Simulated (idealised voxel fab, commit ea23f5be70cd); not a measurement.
Process module under the name voxel double patterning
Section cut is 270 nm wide and gridded with 5 nm square cells.
In what follows, cross-sections appear as grids of square cells, described through bands that run from the top down, where every band is one or more rows of cells.
Top height, bottom height, nm. Materials left to right, width each, nm. Single material + "edge to edge" = fills band edge to edge. "empty" = empty.
Height is counted from the level 0, under which the received wafer is composed throughout of one material. The lowest of the bands is not closed at the bottom but continues downward, in the notation "0 nm and below".
Per-row width for "30..40": begins at first number (top row of band), ends at second number (bottom row), increment between rows held constant.
Where a step carries "no modification", the cross-section came out of it unchanged, cell for cell.
Entry "Entrapped voids" = empty spaces >= 8 cells with no open way to the top; each as width x height at distance, distance from left edge, all nm.
Whatever follows a step's settings on its line is a remark the simulator itself makes about that step.
overlay nm: mask offset rightward from planned place, masked step; negative means leftward offset.
Steps planned for the process
1) RECEIVE: material Si
2) CONFORMAL_DEP: material SiO2, thk nm 10
3) DIRECTIONAL_DEP: material TiN, thk nm 20
4) DIRECTIONAL_DEP: material SiN, thk nm 5
5) DIRECTIONAL_DEP: material aC, thk nm 10
6) PATTERN: tone open, mask id FIRST, material resist, width nm 15, pitch nm 50, thk nm 30, overlay nm 0
7) DIRECTIONAL_ETCH: etch materials aC, depth nm 10
8) STRIP: etch materials resist
9) DIRECTIONAL_ETCH: etch materials SiN, depth nm 5
10) STRIP: etch materials aC
11) DIRECTIONAL_DEP: material aC, thk nm 10
12) PATTERN: tone open, mask id SECOND, material resist, width nm 15, pitch nm 50, thk nm 30, overlay nm 0
13) DIRECTIONAL_ETCH: etch materials aC, depth nm 10
14) STRIP: etch materials resist
15) DIRECTIONAL_ETCH: etch materials SiN, depth nm 5
16) STRIP: etch materials aC
17) DIRECTIONAL_ETCH: etch materials TiN, depth nm 20
18) STRIP: etch materials SiN
Don't read the plan's width nm for step 12 as applying to every wafer: that's the first wafer's value, and the wafers differ in it, though they all start identical.
The first of several wafers as received, shown in cross-section; this is its state after step 1
  0 nm and below  Si edge to edge
  Entrapped voids: none
Wafer cross-section (first of several) - module end, post step 18 (last step)
  30 nm to 10 nm  TiN: 75 / empty: 15 / TiN: 10 / empty: 15 / TiN: 10 / empty: 15 / TiN: 10 / empty: 15 / TiN: 10 / empty: 15 / TiN: 80
  10 nm to 0 nm  SiO2 edge to edge
  0 nm and below  Si edge to edge
  Entrapped voids: none
So this is the cross-section on the last wafer at the end of the module
  30 nm to 10 nm  TiN: 75 / empty: 15 / TiN: 5 / empty: 45 / TiN: 5 / empty: 45 / TiN: 80
  10 nm to 0 nm  SiO2 edge to edge
  0 nm and below  Si edge to edge
  Entrapped voids: none
Note: the following table is arranged by wafer, a row apiece. Each row reports the end-of-module state: per material, cells gained (+) or cells lost (-) compared with the wafer as received; closed voids follow
width nm 15, +108 SiO2, +156 TiN, Entrapped voids: none
width nm 20, +108 SiO2, +148 TiN, Entrapped voids: none
width nm 25, +108 SiO2, +140 TiN, Entrapped voids: none
width nm 30, +108 SiO2, +132 TiN, Entrapped voids: none
